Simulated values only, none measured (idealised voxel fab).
Herein follows the process module entitled voxel fin reveal.
For reference, the cross-section in this document is cut, with width 250 nm and square cells of 5 nm.
When this document writes out a cross-section, it uses a grid of square cells and lists it as bands, beginning at the top and moving down, with a band standing for one or more rows of cells.
First you get the band's top height and its bottom height, in nm, and then the materials it's made of, left to right, with each width in nm. If you see a single material with "everywhere", that one covers the band edge to edge. "air" is empty space.
We count height from 0. Below that, the starting wafer is all one material. The lowest band never ends at the bottom but goes on down; see "from 0 down" for how that is written.
Per-row width for "30->40": begins at first number (top row of band), ends at second number (bottom row), increment between rows held constant.
Any step labelled "remains unaltered" changed none of the cells in the cross-section.
"Completely sealed voids" specifies each empty space that is not open to the top and that occupies no fewer than 8 cells, using the form width x height at distance, the distance measured from the left edge and all three quantities in nm.
On each step's line, the part that comes after the settings is the simulator's own comment on the step.
Regarding "overlay nm": on a step with a mask, it is the distance the mask lay to the right of its planned place; a negative value places it to the left.
-- This section lists the process steps that were planned
1: RECEIVE,material Si
2: CONFORMAL_DEP,material SiN,thk nm 10
3: DIRECTIONAL_DEP,material aC,thk nm 15
4: PATTERN,tone cover,mask id FINS,material resist,width nm 15,pitch nm 40,thk nm 35,overlay nm 0
5: DIRECTIONAL_ETCH,etch materials aC,depth nm 15
6: STRIP,etch materials resist
7: DIRECTIONAL_ETCH,etch materials SiN,depth nm 10
8: DIRECTIONAL_ETCH,etch materials Si,depth nm 30
9: STRIP,etch materials aC
10: OXIDIZE,depth nm 5
11: FILL_DEP,material SiO2,thk nm 5
12: CMP,height nm 10
13: SELECTIVE_ETCH,etch materials SiO2,depth nm 30
14: STRIP,etch materials SiN
15: CONFORMAL_DEP,material SiO2,thk nm 5
-- Below: the first of two wafers, run as planned
-- Incoming wafer, cross-sectional view, post step 1
> from 0 down: Si everywhere
> Completely sealed voids: none
-- Upon completion of step 2, the wafer appears in cross-section as shown
> from 10 to 0: SiN everywhere
> Below 0 it's all the same as before, nothing changed down there.
-- Upon completion of step 3, the wafer appears in cross-section as shown
> from 25 to 10: aC everywhere
> Below 10 it's all the same as before, nothing changed down there.
-- Upon completion of step 4, the wafer appears in cross-section as shown
> from 60 to 25: air: 75, then resist: 15, then air: 25, then resist: 15, then air: 25, then resist: 15, then air: 80
> Below 25 it's all the same as before, nothing changed down there.
-- Upon completion of step 5, the wafer appears in cross-section as shown
> from 45 to 25: air: 75, then resist: 15, then air: 25, then resist: 15, then air: 25, then resist: 15, then air: 80
> from 25 to 10: air: 75, then aC: 15, then air: 25, then aC: 15, then air: 25, then aC: 15, then air: 80
> Below 10 it's all the same as before, nothing changed down there.
-- Upon completion of step 6, the wafer appears in cross-section as shown
> from 25 to 10: air: 75, then aC: 15, then air: 25, then aC: 15, then air: 25, then aC: 15, then air: 80
> Below 10 it's all the same as before, nothing changed down there.
-- Upon completion of step 7, the wafer appears in cross-section as shown
> from 25 to 10: air: 75, then aC: 15, then air: 25, then aC: 15, then air: 25, then aC: 15, then air: 80
> from 10 to 0: air: 75, then SiN: 15, then air: 25, then SiN: 15, then air: 25, then SiN: 15, then air: 80
> Below 0 it's all the same as before, nothing changed down there.
-- Upon completion of step 8, the wafer appears in cross-section as shown
> from 25 to 10: air: 75, then aC: 15, then air: 25, then aC: 15, then air: 25, then aC: 15, then air: 80
> from 10 to 0: air: 75, then SiN: 15, then air: 25, then SiN: 15, then air: 25, then SiN: 15, then air: 80
> from 0 to -30: air: 75, then Si: 15, then air: 25, then Si: 15, then air: 25, then Si: 15, then air: 80
> Below -30 it's all the same as before, nothing changed down there.
-- Upon completion of step 9, the wafer appears in cross-section as shown
> from 10 to 0: air: 75, then SiN: 15, then air: 25, then SiN: 15, then air: 25, then SiN: 15, then air: 80
> Below 0 it's all the same as before, nothing changed down there.
-- Upon completion of step 10, the wafer appears in cross-section as shown
> from 10 to 0: air: 75, then SiN: 15, then air: 25, then SiN: 15, then air: 25, then SiN: 15, then air: 80
> from 0 to -30: air: 75, then SiO2: 5, then Si: 5, then SiO2: 5, then air: 25, then SiO2: 5, then Si: 5, then SiO2: 5, then air: 25, then SiO2: 5, then Si: 5, then SiO2: 5, then air: 80
> from -30 to -35: SiO2: 80, then Si: 5, then SiO2: 35, then Si: 5, then SiO2: 35, then Si: 5, then SiO2: 85
> Below -35 it's all the same as before, nothing changed down there.
-- Upon completion of step 11, the wafer appears in cross-section as shown
> from 15 to 10: SiO2 everywhere
> from 10 to 0: SiO2: 75, then SiN: 15, then SiO2: 25, then SiN: 15, then SiO2: 25, then SiN: 15, then SiO2: 80
> from 0 to -35: SiO2: 80, then Si: 5, then SiO2: 35, then Si: 5, then SiO2: 35, then Si: 5, then SiO2: 85
> Below -35 it's all the same as before, nothing changed down there.
-- Upon completion of step 12, the wafer appears in cross-section as shown
> from 10 to 0: SiO2: 75, then SiN: 15, then SiO2: 25, then SiN: 15, then SiO2: 25, then SiN: 15, then SiO2: 80
> Below 0 it's all the same as before, nothing changed down there.
-- Upon completion of step 13, the wafer appears in cross-section as shown
> from 10 to 0: air: 75, then SiN: 15, then air: 25, then SiN: 15, then air: 25, then SiN: 15, then air: 80
> from 0 to -20: air: 80, then Si: 5, then air: 35, then Si: 5, then air: 35, then Si: 5, then air: 85
> Below -20 it's all the same as before, nothing changed down there.
-- Upon completion of step 14, the wafer appears in cross-section as shown
> from 0 to -20: air: 80, then Si: 5, then air: 35, then Si: 5, then air: 35, then Si: 5, then air: 85
> Below -20 it's all the same as before, nothing changed down there.
-- Upon completion of step 15, the wafer appears in cross-section as shown
> from 5 to 0: air: 75, then SiO2: 15, then air: 25, then SiO2: 15, then air: 25, then SiO2: 15, then air: 80
> from 0 to -15: air: 75, then SiO2: 5, then Si: 5, then SiO2: 5, then air: 25, then SiO2: 5, then Si: 5, then SiO2: 5, then air: 25, then SiO2: 5, then Si: 5, then SiO2: 5, then air: 80
> from -15 to -35: SiO2: 80, then Si: 5, then SiO2: 35, then Si: 5, then SiO2: 35, then Si: 5, then SiO2: 85
> Below -35 it's all the same as before, nothing changed down there.
-- The remaining wafer, second of the two, started like the first and was run to the same plan, except that one mistake was made along the way; the two coincide through step 3, inclusive
-- Second wafer at the planned finish of step 4, seen in cross-section
> from 60 to 25: air: 80, then resist: 15, then air: 25, then resist: 15, then air: 25, then resist: 15, then air: 75
> Below 25 it's all the same as before, nothing changed down there.
-- Second wafer at the planned finish of step 5, seen in cross-section
> from 45 to 25: air: 80, then resist: 15, then air: 25, then resist: 15, then air: 25, then resist: 15, then air: 75
> from 25 to 10: air: 80, then aC: 15, then air: 25, then aC: 15, then air: 25, then aC: 15, then air: 75
> Below 10 it's all the same as before, nothing changed down there.
-- Second wafer at the planned finish of step 6, seen in cross-section
> from 25 to 10: air: 80, then aC: 15, then air: 25, then aC: 15, then air: 25, then aC: 15, then air: 75
> Below 10 it's all the same as before, nothing changed down there.
-- Second wafer at the planned finish of step 7, seen in cross-section
> from 25 to 10: air: 80, then aC: 15, then air: 25, then aC: 15, then air: 25, then aC: 15, then air: 75
> from 10 to 0: air: 80, then SiN: 15, then air: 25, then SiN: 15, then air: 25, then SiN: 15, then air: 75
> Below 0 it's all the same as before, nothing changed down there.
-- Second wafer at the planned finish of step 8, seen in cross-section
> from 25 to 10: air: 80, then aC: 15, then air: 25, then aC: 15, then air: 25, then aC: 15, then air: 75
> from 10 to 0: air: 80, then SiN: 15, then air: 25, then SiN: 15, then air: 25, then SiN: 15, then air: 75
> from 0 to -30: air: 80, then Si: 15, then air: 25, then Si: 15, then air: 25, then Si: 15, then air: 75
> Below -30 it's all the same as before, nothing changed down there.
-- Second wafer at the planned finish of step 9, seen in cross-section
> from 10 to 0: air: 80, then SiN: 15, then air: 25, then SiN: 15, then air: 25, then SiN: 15, then air: 75
> Below 0 it's all the same as before, nothing changed down there.
-- Second wafer at the planned finish of step 10, seen in cross-section
> from 10 to 0: air: 80, then SiN: 15, then air: 25, then SiN: 15, then air: 25, then SiN: 15, then air: 75
> from 0 to -30: air: 80, then SiO2: 5, then Si: 5, then SiO2: 5, then air: 25, then SiO2: 5, then Si: 5, then SiO2: 5, then air: 25, then SiO2: 5, then Si: 5, then SiO2: 5, then air: 75
> from -30 to -35: SiO2: 85, then Si: 5, then SiO2: 35, then Si: 5, then SiO2: 35, then Si: 5, then SiO2: 80
> Below -35 it's all the same as before, nothing changed down there.
-- Second wafer at the planned finish of step 11, seen in cross-section
> from 15 to 10: SiO2 everywhere
> from 10 to 0: SiO2: 80, then SiN: 15, then SiO2: 25, then SiN: 15, then SiO2: 25, then SiN: 15, then SiO2: 75
> from 0 to -35: SiO2: 85, then Si: 5, then SiO2: 35, then Si: 5, then SiO2: 35, then Si: 5, then SiO2: 80
> Below -35 it's all the same as before, nothing changed down there.
-- Second wafer at the planned finish of step 12, seen in cross-section
> from 10 to 0: SiO2: 80, then SiN: 15, then SiO2: 25, then SiN: 15, then SiO2: 25, then SiN: 15, then SiO2: 75
> Below 0 it's all the same as before, nothing changed down there.
-- Second wafer at the planned finish of step 13, seen in cross-section
> from 10 to 0: air: 80, then SiN: 15, then air: 25, then SiN: 15, then air: 25, then SiN: 15, then air: 75
> from 0 to -20: air: 85, then Si: 5, then air: 35, then Si: 5, then air: 35, then Si: 5, then air: 80
> Below -20 it's all the same as before, nothing changed down there.
-- Second wafer at the planned finish of step 14, seen in cross-section
> from 0 to -20: air: 85, then Si: 5, then air: 35, then Si: 5, then air: 35, then Si: 5, then air: 80
> Below -20 it's all the same as before, nothing changed down there.
-- Second wafer at the planned finish of step 15, seen in cross-section
> from 5 to 0: air: 80, then SiO2: 15, then air: 25, then SiO2: 15, then air: 25, then SiO2: 15, then air: 75
> from 0 to -15: air: 80, then SiO2: 5, then Si: 5, then SiO2: 5, then air: 25, then SiO2: 5, then Si: 5, then SiO2: 5, then air: 25, then SiO2: 5, then Si: 5, then SiO2: 5, then air: 75
> from -15 to -35: SiO2: 85, then Si: 5, then SiO2: 35, then Si: 5, then SiO2: 35, then Si: 5, then SiO2: 80
> Below -35 it's all the same as before, nothing changed down there.
Deviation noted in wafer processing: planned and actual differ for step 4; actual: PATTERN,tone cover,mask id FINS,material resist,width nm 15,pitch nm 40,thk nm 35,overlay nm 5
The concluding comparison shows that, measured in cells, each material is equally abundant on both wafers, albeit at different positions.
